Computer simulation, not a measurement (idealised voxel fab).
Documented hereafter: the process module known as voxel self aligned vias.
The figure presents cross-section cut, which has a width of 210 nm and is divided into square cells with an edge length of 5 nm.
We lay out every cross-section as a grid of square cells and spell it out in bands from the top down, where one band means one or more rows of cells. The band entry comprises the height of the band's top followed by the height of its bottom, expressed in nm, and subsequently the band's materials from left to right, each stated together with its width in nm. Where a single material is marked with the word "full width", that material fills the band from edge to edge. The word "empty" represents empty space. Beneath 0, the wafer as received is one material, and that level is where height counting begins. The lowest band goes on downward without a bottom; it is written like "top 0, no bottom". The notation "30..40" denotes a width that varies across the rows of cells in the band, beginning at the first number in the top row, finishing at the second number in the bottom row, and changing by an identical amount from each row to the next. The designation "remains unaltered", where it is given for a processing step, indicates that no cell of the cross-section was altered in the course of that step. "Closed void listing" lists enclosed empty spaces (at least 8 cells, no open path upward to the top), each as width x height at distance from the left edge, in nm. Past the settings on a step's line: simulator remark, on that step. For masked steps, "overlay nm" on the step line gives how far right of plan the mask actually lay; a minus sign means it lay to the left.
-- The steps planned for the process are as follows
1 RECEIVE with material Si
2 CONFORMAL_DEP with material SiO2, thk nm 15
3 CONFORMAL_DEP with material SiCN, thk nm 5
4 DIRECTIONAL_DEP with material SiO2, thk nm 20
5 PATTERN with tone open, mask id LINES, material resist, width nm 30, pitch nm 80, thk nm 15, overlay nm 0
6 DIRECTIONAL_ETCH with etch materials SiO2, depth nm 20
7 STRIP with etch materials resist
8 CONFORMAL_DEP with material TiN, thk nm 5
9 FILL_DEP with material Ru, thk nm 5
10 CMP with height nm 40
11 SELECTIVE_ETCH with etch materials W Ru TiN, depth nm 5
12 FILL_DEP with material SiN, thk nm 10
13 CMP with height nm 40
14 DIRECTIONAL_DEP with material SiO2, thk nm 15
15 MASKED_ETCH with tone open, mask id VIAS, width nm 50, pitch nm 80, etch materials SiO2, depth nm 15, overlay nm 0
16 MASKED_ETCH with tone open, mask id VIAS, width nm 50, pitch nm 80, etch materials SiN, depth nm 5, overlay nm 0
17 CONFORMAL_DEP with material TiN, thk nm 5
18 FILL_DEP with material Cu, thk nm 5
19 CMP with height nm 55
20 CONFORMAL_DEP with material SiCN, thk nm 5
-- Step 1 complete: cross-section of the wafer as received
  top 0, no bottom = Si full width
  Closed void listing: none
-- Wafer cross-section at module end: first of two, run to plan
  top 60, bottom 55 = SiCN full width
  top 55, bottom 45 = 40 nm SiO2, 5 nm TiN, 40 nm Cu, 5 nm TiN, 30 nm SiO2, 5 nm TiN, 40 nm Cu, 5 nm TiN, 40 nm SiO2
  top 45, bottom 40 = 40 nm SiO2, 15 nm TiN, 20 nm Cu, 15 nm TiN, 30 nm SiO2, 15 nm TiN, 20 nm Cu, 15 nm TiN, 40 nm SiO2
  top 40, bottom 35 = 50 nm SiO2, 30 nm TiN, 50 nm SiO2, 30 nm TiN, 50 nm SiO2
  top 35, bottom 25 = 50 nm SiO2, 5 nm TiN, 20 nm Ru, 5 nm TiN, 50 nm SiO2, 5 nm TiN, 20 nm Ru, 5 nm TiN, 50 nm SiO2
  top 25, bottom 20 = 50 nm SiO2, 30 nm TiN, 50 nm SiO2, 30 nm TiN, 50 nm SiO2
  top 20, bottom 15 = SiCN full width
  top 15, bottom 0 = SiO2 full width
  top 0, no bottom = Si full width
  Closed void listing: none
-- This is the second of the two wafers, cross-sectioned at the end of the module; it started exactly like the first and was given the same plan, but it was run with one mistake
  top 60, bottom 55 = SiCN full width
  top 55, bottom 45 = 45 nm SiO2, 5 nm TiN, 40 nm Cu, 5 nm TiN, 30 nm SiO2, 5 nm TiN, 40 nm Cu, 5 nm TiN, 35 nm SiO2
  top 45, bottom 40 = 45 nm SiO2, 10 nm TiN, 20 nm Cu, 20 nm TiN, 30 nm SiO2, 10 nm TiN, 20 nm Cu, 20 nm TiN, 35 nm SiO2
  top 40, bottom 35 = 50 nm SiO2, 30 nm TiN, 50 nm SiO2, 30 nm TiN, 50 nm SiO2
  top 35, bottom 25 = 50 nm SiO2, 5 nm TiN, 20 nm Ru, 5 nm TiN, 50 nm SiO2, 5 nm TiN, 20 nm Ru, 5 nm TiN, 50 nm SiO2
  top 25, bottom 20 = 50 nm SiO2, 30 nm TiN, 50 nm SiO2, 30 nm TiN, 50 nm SiO2
  top 20, bottom 15 = SiCN full width
  top 15, bottom 0 = SiO2 full width
  top 0, no bottom = Si full width
  Closed void listing: none
Against the plan, the run slipped here: it should be noted that step 15 was executed with settings other than those planned, the operation and settings actually applied being MASKED_ETCH with tone open, mask id VIAS, width nm 50, pitch nm 80, etch materials SiO2, depth nm 15, overlay nm 5
If you tally the cells, the second wafer ends up with the same amount of every material as the first; it's all just sitting in different places.
